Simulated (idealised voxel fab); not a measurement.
Process module name: voxel transistor to metal
Cross-sectional view cut (width: 195 nm; square cell size: 5 nm).
This document writes a cross-section as a grid whose cells are square, and gives it as bands, listed from the top down; one or more rows of cells form a band.
It is stipulated that each band's entry specify, in nanometres, the height of the top of the band and then that of its bottom, followed by the materials of the band in left-to-right sequence, each together with its width in nanometres. A single material marked by the word "edge to edge" is understood to fill the band from edge to edge; the word "air" is understood to denote empty space.
Heights are expressed relative to 0, this being the level below which the as-received wafer comprises one material exclusively. The lowest band is unbounded in the downward direction and is denoted as in "top 0, no bottom".
The width entry "30 to 40" should be interpreted row by row: the top row of cells in the band takes the first number, the bottom row takes the second number, and the change between adjacent rows is uniform throughout.
Step note "nothing different" = no cross-section cell changed.
Reported under the label "Fully closed voids" are the empty spaces having no open way to the top and comprising 8 cells or more; the notation for each is width x height at distance, in which the distance is measured from the left edge and all three values are in nm.
That trailing text on a step's line, after the settings, is the simulator's own remark on the step.
overlay nm: right-of-plan distance of the mask on a masked step; negative values mean left-of-plan.
Note: before/after cross-section pairs follow, one process step per pair, after-side truncated at the lowest changed band, step and settings given beneath. Different runs of this module on the same starting wafer may supply the pairs; a pair continues the one above only where the "Before the process" entry says so.

Before the process
    top 35, bottom 25  45 SiO2 / 15 air / 75 SiO2 / 15 air / 45 SiO2
    top 25, bottom 15  45 SiO2 / 15 air / 10 SiO2 / 5 SiN / 5 HfO2 / 5 aC / 25 W / 5 aC / 5 HfO2 / 5 SiN / 10 SiO2 / 15 air / 45 SiO2
    top 15, bottom 5  45 SiO2 / 5 air / 20 SiGe / 5 SiN / 5 HfO2 / 5 aC / 25 W / 5 aC / 5 HfO2 / 5 SiN / 20 SiGe / 5 air / 45 SiO2
    top 5, bottom 0  45 SiO2 / 5 air / 20 SiGe / 5 SiN / 5 HfO2 / 35 aC / 5 HfO2 / 5 SiN / 20 SiGe / 5 air / 45 SiO2
    top 0, bottom -5  35 SiO2 / 35 SiGe / 5 SiO2 / 45 HfO2 / 5 SiO2 / 35 SiGe / 35 SiO2
    top -5, bottom -20  40 SiO2 / 30 SiGe / 55 Si / 30 SiGe / 40 SiO2
    top -20, bottom -25  40 SiO2 / 115 Si / 40 SiO2
    top -25, no bottom  Si edge to edge
    Fully closed voids: none

Post-Step Section View
    top 40, bottom 35  50 TiN / 5 air / 85 TiN / 5 air / 50 TiN
    top 35, bottom 25  45 SiO2 / 5 TiN / 5 air / 5 TiN / 75 SiO2 / 5 TiN / 5 air / 5 TiN / 45 SiO2
    top 25, bottom 20  45 SiO2 / 5 TiN / 5 air / 5 TiN / 10 SiO2 / 5 SiN / 5 HfO2 / 5 aC / 25 W / 5 aC / 5 HfO2 / 5 SiN / 10 SiO2 / 5 TiN / 5 air / 5 TiN / 45 SiO2
    top 20, bottom 15  45 SiO2 / 15 TiN / 10 SiO2 / 5 SiN / 5 HfO2 / 5 aC / 25 W / 5 aC / 5 HfO2 / 5 SiN / 10 SiO2 / 15 TiN / 45 SiO2
    top 15, bottom 5  45 SiO2 / 5 TiN / 20 SiGe / 5 SiN / 5 HfO2 / 5 aC / 25 W / 5 aC / 5 HfO2 / 5 SiN / 20 SiGe / 5 TiN / 45 SiO2
    top 5, bottom 0  45 SiO2 / 5 TiN / 20 SiGe / 5 SiN / 5 HfO2 / 35 aC / 5 HfO2 / 5 SiN / 20 SiGe / 5 TiN / 45 SiO2
    Below 0, the layers are the same as they were.
    Fully closed voids: none
Going from one cross-section above to the next, the wafer undergoes CONFORMAL_DEP | material TiN | thk nm 5

Before the process: nothing new to draw here, it's the after view of the pair just above.

Post-Step Section View
    top 45, bottom 40  Ru edge to edge
    top 40, bottom 35  50 TiN / 5 Ru / 85 TiN / 5 Ru / 50 TiN
    top 35, bottom 25  45 SiO2 / 5 TiN / 5 Ru / 5 TiN / 75 SiO2 / 5 TiN / 5 Ru / 5 TiN / 45 SiO2
    top 25, bottom 20  45 SiO2 / 5 TiN / 5 Ru / 5 TiN / 10 SiO2 / 5 SiN / 5 HfO2 / 5 aC / 25 W / 5 aC / 5 HfO2 / 5 SiN / 10 SiO2 / 5 TiN / 5 Ru / 5 TiN / 45 SiO2
    Below 20, the layers are the same as they were.
    Fully closed voids: none
Going from one cross-section above to the next, the wafer undergoes FILL_DEP | material Ru | thk nm 5

Before the process: nothing new to draw here, it's the after view of the pair just above.

Post-Step Section View
    top 35, bottom 25  45 SiO2 / 5 TiN / 5 Ru / 5 TiN / 75 SiO2 / 5 TiN / 5 Ru / 5 TiN / 45 SiO2
    Below 25, the layers are the same as they were.
    Fully closed voids: none
Going from one cross-section above to the next, the wafer undergoes CMP | height nm 35

Before the process: nothing new to draw here, it's the after view of the pair just above.

Post-Step Section View
    top 40, bottom 35  TiN edge to edge
    Below 35, the layers are the same as they were.
    Fully closed voids: none
Going from one cross-section above to the next, the wafer undergoes DIRECTIONAL_DEP | material TiN | thk nm 5

Before the process: nothing new to draw here, it's the after view of the pair just above.

Post-Step Section View
    top 55, bottom 40  W edge to edge
    Below 40, the layers are the same as they were.
    Fully closed voids: none
Going from one cross-section above to the next, the wafer undergoes DIRECTIONAL_DEP | material W | thk nm 15

Before the process: nothing new to draw here, it's the after view of the pair just above.

Post-Step Section View
    top 70, bottom 55  45 air / 15 resist / 75 air / 15 resist / 45 air
    Below 55, the layers are the same as they were.
    Fully closed voids: none
Going from one cross-section above to the next, the wafer undergoes PATTERN | tone cover | mask id METAL_1 | material resist | width nm 15 | pitch nm 90 | thk nm 15 | overlay nm 0

Before the process: nothing new to draw here, it's the after view of the pair just above.

Post-Step Section View
    top 70, bottom 55  45 air / 15 resist / 75 air / 15 resist / 45 air
    top 55, bottom 40  45 air / 15 W / 75 air / 15 W / 45 air
    Below 40, the layers are the same as they were.
    Fully closed voids: none
Going from one cross-section above to the next, the wafer undergoes DIRECTIONAL_ETCH | etch materials W | depth nm 15

Before the process: nothing new to draw here, it's the after view of the pair just above.

Post-Step Section View
    top 70, bottom 55  45 air / 15 resist / 75 air / 15 resist / 45 air
    top 55, bottom 40  45 air / 15 W / 75 air / 15 W / 45 air
    top 40, bottom 35  45 air / 15 TiN / 75 air / 15 TiN / 45 air
    Below 35, the layers are the same as they were.
    Fully closed voids: none
Going from one cross-section above to the next, the wafer undergoes DIRECTIONAL_ETCH | etch materials TiN | depth nm 5

Before the process: nothing new to draw here, it's the after view of the pair just above.

Post-Step Section View
    top 55, bottom 40  45 air / 15 W / 75 air / 15 W / 45 air
    Below 40, the layers are the same as they were.
    Fully closed voids: none
Going from one cross-section above to the next, the wafer undergoes STRIP | etch materials resist

Before the process: nothing new to draw here, it's the after view of the pair just above.

Post-Step Section View
    top 65, bottom 55  lowk edge to edge
    top 55, bottom 40  45 lowk / 15 W / 75 lowk / 15 W / 45 lowk
    top 40, bottom 35  45 lowk / 15 TiN / 75 lowk / 15 TiN / 45 lowk
    Below 35, the layers are the same as they were.
    Fully closed voids: none
Going from one cross-section above to the next, the wafer undergoes FILL_DEP | material lowk | thk nm 10

Before the process: nothing new to draw here, it's the after view of the pair just above.

Post-Step Section View
    top 55, bottom 40  45 lowk / 15 W / 75 lowk / 15 W / 45 lowk
    Below 40, the layers are the same as they were.
    Fully closed voids: none
Going from one cross-section above to the next, the wafer undergoes CMP | height nm 55

Before the process: nothing new to draw here, it's the after view of the pair just above.

Post-Step Section View
    top 60, bottom 55  SiN edge to edge
    Below 55, the layers are the same as they were.
    Fully closed voids: none
Going from one cross-section above to the next, the wafer undergoes CONFORMAL_DEP | material SiN | thk nm 5

Before the process
    top 45, bottom 30  SiCN edge to edge
    top 30, bottom 0  polySi edge to edge
    top 0, bottom -5  SiO2 edge to edge
    top -5, bottom -25  40 SiO2 / 115 Si / 40 SiO2
    top -25, no bottom  Si edge to edge
    Fully closed voids: none

Post-Step Section View
    top 60, bottom 45  80 resist / 35 air / 80 resist
    Below 45, the layers are the same as they were.
    Fully closed voids: none
Going from one cross-section above to the next, the wafer undergoes PATTERN | tone open | mask id GATE | material resist | width nm 35 | thk nm 15 | overlay nm 0

Before the process: nothing new to draw here, it's the after view of the pair just above.

Post-Step Section View
    top 60, bottom 45  80 resist / 35 air / 80 resist
    top 45, bottom 30  80 SiCN / 35 air / 80 SiCN
    Below 30, the layers are the same as they were.
    Fully closed voids: none
Going from one cross-section above to the next, the wafer undergoes DIRECTIONAL_ETCH | etch materials SiCN | depth nm 25

Before the process: nothing new to draw here, it's the after view of the pair just above.

Post-Step Section View
    top 60, bottom 45  80 resist / 35 air / 80 resist
    top 45, bottom 30  80 SiCN / 35 air / 80 SiCN
    top 30, bottom 0  80 polySi / 35 air / 80 polySi
    Below 0, the layers are the same as they were.
    Fully closed voids: none
Going from one cross-section above to the next, the wafer undergoes DIRECTIONAL_ETCH | etch materials polySi | depth nm 40

Before the process: nothing new to draw here, it's the after view of the pair just above.

Post-Step Section View
    top 45, bottom 30  80 SiCN / 35 air / 80 SiCN
    Below 30, the layers are the same as they were.
    Fully closed voids: none
Going from one cross-section above to the next, the wafer undergoes STRIP | etch materials resist

Before the process: nothing new to draw here, it's the after view of the pair just above.

Post-Step Section View
    top 50, bottom 45  85 SiO2 / 25 air / 85 SiO2
    top 45, bottom 30  80 SiCN / 5 SiO2 / 25 air / 5 SiO2 / 80 SiCN
    top 30, bottom 5  80 polySi / 5 SiO2 / 25 air / 5 SiO2 / 80 polySi
    top 5, bottom 0  80 polySi / 35 SiO2 / 80 polySi
    Below 0, the layers are the same as they were.
    Fully closed voids: none
Going from one cross-section above to the next, the wafer undergoes CONFORMAL_DEP | material SiO2 | thk nm 5

Before the process: nothing new to draw here, it's the after view of the pair just above.

Post-Step Section View
    top 45, bottom 30  80 SiCN / 5 SiO2 / 25 air / 5 SiO2 / 80 SiCN
    top 30, bottom 0  80 polySi / 5 SiO2 / 25 air / 5 SiO2 / 80 polySi
    Below 0, the layers are the same as they were.
    Fully closed voids: none
Going from one cross-section above to the next, the wafer undergoes DIRECTIONAL_ETCH | etch materials SiO2 | depth nm 5

Before the process: nothing new to draw here, it's the after view of the pair just above.

Post-Step Section View
    top 50, bottom 45  90 SiN / 15 air / 90 SiN
    top 45, bottom 30  80 SiCN / 5 SiO2 / 5 SiN / 15 air / 5 SiN / 5 SiO2 / 80 SiCN
    top 30, bottom 5  80 polySi / 5 SiO2 / 5 SiN / 15 air / 5 SiN / 5 SiO2 / 80 polySi
    top 5, bottom 0  80 polySi / 5 SiO2 / 25 SiN / 5 SiO2 / 80 polySi
    Below 0, the layers are the same as they were.
    Fully closed voids: none
Going from one cross-section above to the next, the wafer undergoes CONFORMAL_DEP | material SiN | thk nm 5

Before the process: nothing new to draw here, it's the after view of the pair just above.

Post-Step Section View
    top 45, bottom 30  80 SiCN / 5 SiO2 / 5 SiN / 15 air / 5 SiN / 5 SiO2 / 80 SiCN
    top 30, bottom 0  80 polySi / 5 SiO2 / 5 SiN / 15 air / 5 SiN / 5 SiO2 / 80 polySi
    Below 0, the layers are the same as they were.
    Fully closed voids: none
Going from one cross-section above to the next, the wafer undergoes DIRECTIONAL_ETCH | etch materials SiN | depth nm 5

Before the process: nothing new to draw here, it's the after view of the pair just above.

Post-Step Section View
    top 45, bottom 40  80 SiCN / 5 air / 5 SiN / 15 air / 5 SiN / 5 air / 80 SiCN
    top 40, bottom 30  80 SiCN / 5 SiO2 / 5 SiN / 15 air / 5 SiN / 5 SiO2 / 80 SiCN
    top 30, bottom 0  80 polySi / 5 SiO2 / 5 SiN / 15 air / 5 SiN / 5 SiO2 / 80 polySi
    top 0, bottom -5  90 SiO2 / 15 air / 90 SiO2
    Below -5, the layers are the same as they were.
    Fully closed voids: none
Going from one cross-section above to the next, the wafer undergoes DIRECTIONAL_ETCH | etch materials SiO2 | depth nm 5

Before the process: nothing new to draw here, it's the after view of the pair just above.

Post-Step Section View
    top 45, bottom 40  80 SiCN / 5 air / 5 SiN / 15 air / 5 SiN / 5 air / 80 SiCN
    top 40, bottom 30  80 SiCN / 5 SiO2 / 5 SiN / 15 air / 5 SiN / 5 SiO2 / 80 SiCN
    top 30, bottom 0  80 polySi / 5 SiO2 / 5 SiN / 15 air / 5 SiN / 5 SiO2 / 80 polySi
    top 0, bottom -5  90 SiO2 / 15 air / 90 SiO2
    top -5, bottom -20  40 SiO2 / 50 Si / 15 air / 50 Si / 40 SiO2
    Below -20, the layers are the same as they were.
    Fully closed voids: none
Going from one cross-section above to the next, the wafer undergoes DIRECTIONAL_ETCH | etch materials Si | depth nm 15

Before the process: nothing new to draw here, it's the after view of the pair just above.

Post-Step Section View
    top 45, bottom 40  80 SiCN / 5 air / 5 SiN / 15 air / 5 SiN / 5 air / 80 SiCN
    top 40, bottom 30  80 SiCN / 5 SiO2 / 5 SiN / 15 air / 5 SiN / 5 SiO2 / 80 SiCN
    top 30, bottom 15  80 polySi / 5 SiO2 / 5 SiN / 15 air / 5 SiN / 5 SiO2 / 80 polySi
    top 15, bottom 0  80 polySi / 5 SiO2 / 5 SiN / 15 SiGe / 5 SiN / 5 SiO2 / 80 polySi
    top 0, bottom -5  90 SiO2 / 15 SiGe / 90 SiO2
    top -5, bottom -20  40 SiO2 / 50 Si / 15 SiGe / 50 Si / 40 SiO2
    Below -20, the layers are the same as they were.
    Fully closed voids: none
Going from one cross-section above to the next, the wafer undergoes EPI | material SiGe | thk nm 20

Before the process: nothing new to draw here, it's the after view of the pair just above.

Post-Step Section View
    top 50, bottom 45  SiO2 edge to edge
    top 45, bottom 30  80 SiCN / 5 SiO2 / 5 SiN / 15 SiO2 / 5 SiN / 5 SiO2 / 80 SiCN
    top 30, bottom 15  80 polySi / 5 SiO2 / 5 SiN / 15 SiO2 / 5 SiN / 5 SiO2 / 80 polySi
    Below 15, the layers are the same as they were.
    Fully closed voids: none
Going from one cross-section above to the next, the wafer undergoes FILL_DEP | material SiO2 | thk nm 5

Before the process: nothing new to draw here, it's the after view of the pair just above.

Post-Step Section View
    top 30, bottom 15  80 polySi / 5 SiO2 / 5 SiN / 15 SiO2 / 5 SiN / 5 SiO2 / 80 polySi
    Below 15, the layers are the same as they were.
    Fully closed voids: none
Going from one cross-section above to the next, the wafer undergoes CMP | height nm 30

Before the process: nothing new to draw here, it's the after view of the pair just above.

Post-Step Section View
    top 30, bottom 15  80 air / 5 SiO2 / 5 SiN / 15 SiO2 / 5 SiN / 5 SiO2 / 80 air
    top 15, bottom 0  80 air / 5 SiO2 / 5 SiN / 15 SiGe / 5 SiN / 5 SiO2 / 80 air
    Below 0, the layers are the same as they were.
    Fully closed voids: none
Going from one cross-section above to the next, the wafer undergoes STRIP | etch materials polySi

Before the process: nothing new to draw here, it's the after view of the pair just above.

Post-Step Section View
    top 30, bottom 25  85 air / 5 SiN / 15 air / 5 SiN / 85 air
    top 25, bottom 15  85 air / 5 SiN / 15 SiO2 / 5 SiN / 85 air
    top 15, bottom 0  85 air / 5 SiN / 15 SiGe / 5 SiN / 85 air
    top 0, bottom -5  85 air / 5 SiO2 / 15 SiGe / 5 SiO2 / 85 air
    Below -5, the layers are the same as they were.
    Fully closed voids: none
Going from one cross-section above to the next, the wafer undergoes SELECTIVE_ETCH | etch materials SiO2 | depth nm 5

Before the process: nothing new to draw here, it's the after view of the pair just above.

Post-Step Section View
    top 35, bottom 30  80 air / 15 HfO2 / 5 air / 15 HfO2 / 80 air
    top 30, bottom 25  80 air / 5 HfO2 / 5 SiN / 15 HfO2 / 5 SiN / 5 HfO2 / 80 air
    top 25, bottom 15  80 air / 5 HfO2 / 5 SiN / 15 SiO2 / 5 SiN / 5 HfO2 / 80 air
    top 15, bottom 0  80 air / 5 HfO2 / 5 SiN / 15 SiGe / 5 SiN / 5 HfO2 / 80 air
    top 0, bottom -5  85 HfO2 / 5 SiO2 / 15 SiGe / 5 SiO2 / 85 HfO2
    Below -5, the layers are the same as they were.
    Fully closed voids: none
Going from one cross-section above to the next, the wafer undergoes CONFORMAL_DEP | material HfO2 | thk nm 5

Before the process: nothing new to draw here, it's the after view of the pair just above.

Post-Step Section View
    top 40, bottom 35  75 air / 45 TiN / 75 air
    top 35, bottom 30  75 air / 5 TiN / 15 HfO2 / 5 TiN / 15 HfO2 / 5 TiN / 75 air
    top 30, bottom 25  75 air / 5 TiN / 5 HfO2 / 5 SiN / 15 HfO2 / 5 SiN / 5 HfO2 / 5 TiN / 75 air
    top 25, bottom 15  75 air / 5 TiN / 5 HfO2 / 5 SiN / 15 SiO2 / 5 SiN / 5 HfO2 / 5 TiN / 75 air
    top 15, bottom 5  75 air / 5 TiN / 5 HfO2 / 5 SiN / 15 SiGe / 5 SiN / 5 HfO2 / 5 TiN / 75 air
    top 5, bottom 0  80 TiN / 5 HfO2 / 5 SiN / 15 SiGe / 5 SiN / 5 HfO2 / 80 TiN
    Below 0, the layers are the same as they were.
    Fully closed voids: none
Going from one cross-section above to the next, the wafer undergoes CONFORMAL_DEP | material TiN | thk nm 5

Before the process: nothing new to draw here, it's the after view of the pair just above.

Post-Step Section View
    top 50, bottom 40  W edge to edge
    top 40, bottom 35  75 W / 45 TiN / 75 W
    top 35, bottom 30  75 W / 5 TiN / 15 HfO2 / 5 TiN / 15 HfO2 / 5 TiN / 75 W
    top 30, bottom 25  75 W / 5 TiN / 5 HfO2 / 5 SiN / 15 HfO2 / 5 SiN / 5 HfO2 / 5 TiN / 75 W
    top 25, bottom 15  75 W / 5 TiN / 5 HfO2 / 5 SiN / 15 SiO2 / 5 SiN / 5 HfO2 / 5 TiN / 75 W
    top 15, bottom 5  75 W / 5 TiN / 5 HfO2 / 5 SiN / 15 SiGe / 5 SiN / 5 HfO2 / 5 TiN / 75 W
    Below 5, the layers are the same as they were.
    Fully closed voids: none
Going from one cross-section above to the next, the wafer undergoes FILL_DEP | material W | thk nm 10

Before the process: nothing new to draw here, it's the after view of the pair just above.

Post-Step Section View
    top 25, bottom 15  75 W / 5 TiN / 5 HfO2 / 5 SiN / 15 SiO2 / 5 SiN / 5 HfO2 / 5 TiN / 75 W
    Below 15, the layers are the same as they were.
    Fully closed voids: none
Going from one cross-section above to the next, the wafer undergoes CMP | height nm 25

Before the process: nothing new to draw here, it's the after view of the pair just above.

Post-Step Section View
    top 35, bottom 25  SiO2 edge to edge
    Below 25, the layers are the same as they were.
    Fully closed voids: none
Going from one cross-section above to the next, the wafer undergoes DIRECTIONAL_DEP | material SiO2 | thk nm 10

Before the process: nothing new to draw here, it's the after view of the pair just above.

Post-Step Section View
    top 50, bottom 35  aC edge to edge
    Below 35, the layers are the same as they were.
    Fully closed voids: none
Going from one cross-section above to the next, the wafer undergoes DIRECTIONAL_DEP | material aC | thk nm 15

Before the process: nothing new to draw here, it's the after view of the pair just above.

Post-Step Section View
    top 80, bottom 50  45 resist / 15 air / 75 resist / 15 air / 45 resist
    Below 50, the layers are the same as they were.
    Fully closed voids: none
Going from one cross-section above to the next, the wafer undergoes PATTERN | tone open | mask id CONTACT | material resist | width nm 15 | pitch nm 90 | thk nm 30 | overlay nm 0

Before the process: nothing new to draw here, it's the after view of the pair just above.

Post-Step Section View
    top 65, bottom 50  45 resist / 15 air / 75 resist / 15 air / 45 resist
    top 50, bottom 35  45 aC / 15 air / 75 aC / 15 air / 45 aC
    Below 35, the layers are the same as they were.
    Fully closed voids: none
Going from one cross-section above to the next, the wafer undergoes DIRECTIONAL_ETCH | etch materials aC | depth nm 15

Before the process: nothing new to draw here, it's the after view of the pair just above.

Post-Step Section View
    top 50, bottom 35  45 aC / 15 air / 75 aC / 15 air / 45 aC
    Below 35, the layers are the same as they were.
    Fully closed voids: none
Going from one cross-section above to the next, the wafer undergoes STRIP | etch materials resist

Before the process: nothing new to draw here, it's the after view of the pair just above.

Post-Step Section View
    top 50, bottom 35  45 aC / 15 air / 75 aC / 15 air / 45 aC
    top 35, bottom 25  45 SiO2 / 15 air / 75 SiO2 / 15 air / 45 SiO2
    Below 25, the layers are the same as they were.
    Fully closed voids: none
Going from one cross-section above to the next, the wafer undergoes DIRECTIONAL_ETCH | etch materials SiO2 | depth nm 35

Before the process: nothing new to draw here, it's the after view of the pair just above.

Post-Step Section View
    top 35, bottom 25  45 SiO2 / 15 air / 75 SiO2 / 15 air / 45 SiO2
    Below 25, the layers are the same as they were.
    Fully closed voids: none
Going from one cross-section above to the next, the wafer undergoes STRIP | etch materials aC

Before the process: nothing new to draw here, it's the after view of the pair just above.

Post-Step Section View
    top 40, bottom 35  50 TiN / 5 air / 85 TiN / 5 air / 50 TiN
    top 35, bottom 30  45 SiO2 / 5 TiN / 5 air / 5 TiN / 75 SiO2 / 5 TiN / 5 air / 5 TiN / 45 SiO2
    top 30, bottom 25  45 SiO2 / 15 TiN / 75 SiO2 / 15 TiN / 45 SiO2
    Below 25, the layers are the same as they were.
    Fully closed voids: none
Going from one cross-section above to the next, the wafer undergoes CONFORMAL_DEP | material TiN | thk nm 5

Before the process: nothing new to draw here, it's the after view of the pair just above.

Post-Step Section View
    top 45, bottom 40  Ru edge to edge
    top 40, bottom 35  50 TiN / 5 Ru / 85 TiN / 5 Ru / 50 TiN
    top 35, bottom 30  45 SiO2 / 5 TiN / 5 Ru / 5 TiN / 75 SiO2 / 5 TiN / 5 Ru / 5 TiN / 45 SiO2
    Below 30, the layers are the same as they were.
    Fully closed voids: none
Going from one cross-section above to the next, the wafer undergoes FILL_DEP | material Ru | thk nm 5

Before the process: nothing new to draw here, it's the after view of the pair just above.

Post-Step Section View
    top 35, bottom 30  45 SiO2 / 5 TiN / 5 Ru / 5 TiN / 75 SiO2 / 5 TiN / 5 Ru / 5 TiN / 45 SiO2
    Below 30, the layers are the same as they were.
    Fully closed voids: none
Going from one cross-section above to the next, the wafer undergoes CMP | height nm 35

Before the process: nothing new to draw here, it's the after view of the pair just above.

Post-Step Section View
    top 40, bottom 35  TiN edge to edge
    Below 35, the layers are the same as they were.
    Fully closed voids: none
Going from one cross-section above to the next, the wafer undergoes DIRECTIONAL_DEP | material TiN | thk nm 5

Before the process: nothing new to draw here, it's the after view of the pair just above.

Post-Step Section View
    top 55, bottom 40  W edge to edge
    Below 40, the layers are the same as they were.
    Fully closed voids: none
Going from one cross-section above to the next, the wafer undergoes DIRECTIONAL_DEP | material W | thk nm 15

Before the process: nothing new to draw here, it's the after view of the pair just above.

Post-Step Section View
    top 70, bottom 55  45 air / 15 resist / 75 air / 15 resist / 45 air
    Below 55, the layers are the same as they were.
    Fully closed voids: none
Going from one cross-section above to the next, the wafer undergoes PATTERN | tone cover | mask id METAL_1 | material resist | width nm 15 | pitch nm 90 | thk nm 15 | overlay nm 0

Before the process: nothing new to draw here, it's the after view of the pair just above.

Post-Step Section View
    top 70, bottom 55  45 air / 15 resist / 75 air / 15 resist / 45 air
    top 55, bottom 40  45 air / 15 W / 75 air / 15 W / 45 air
    Below 40, the layers are the same as they were.
    Fully closed voids: none
Going from one cross-section above to the next, the wafer undergoes DIRECTIONAL_ETCH | etch materials W | depth nm 15

Before the process: nothing new to draw here, it's the after view of the pair just above.

Post-Step Section View
    top 70, bottom 55  45 air / 15 resist / 75 air / 15 resist / 45 air
    top 55, bottom 40  45 air / 15 W / 75 air / 15 W / 45 air
    top 40, bottom 35  45 air / 15 TiN / 75 air / 15 TiN / 45 air
    Below 35, the layers are the same as they were.
    Fully closed voids: none
Going from one cross-section above to the next, the wafer undergoes DIRECTIONAL_ETCH | etch materials TiN | depth nm 5

Before the process: nothing new to draw here, it's the after view of the pair just above.

Post-Step Section View
    top 55, bottom 40  45 air / 15 W / 75 air / 15 W / 45 air
    Below 40, the layers are the same as they were.
    Fully closed voids: none
Going from one cross-section above to the next, the wafer undergoes STRIP | etch materials resist

Before the process: nothing new to draw here, it's the after view of the pair just above.

Post-Step Section View
    top 65, bottom 55  lowk edge to edge
    top 55, bottom 40  45 lowk / 15 W / 75 lowk / 15 W / 45 lowk
    top 40, bottom 35  45 lowk / 15 TiN / 75 lowk / 15 TiN / 45 lowk
    Below 35, the layers are the same as they were.
    Fully closed voids: none
Going from one cross-section above to the next, the wafer undergoes FILL_DEP | material lowk | thk nm 10

Before the process: nothing new to draw here, it's the after view of the pair just above.

Post-Step Section View
    top 55, bottom 40  45 lowk / 15 W / 75 lowk / 15 W / 45 lowk
    Below 40, the layers are the same as they were.
    Fully closed voids: none
Going from one cross-section above to the next, the wafer undergoes CMP | height nm 55

Before the process: nothing new to draw here, it's the after view of the pair just above.

Post-Step Section View
    top 60, bottom 55  SiN edge to edge
    Below 55, the layers are the same as they were.
    Fully closed voids: none
Going from one cross-section above to the next, the wafer undergoes CONFORMAL_DEP | material SiN | thk nm 5
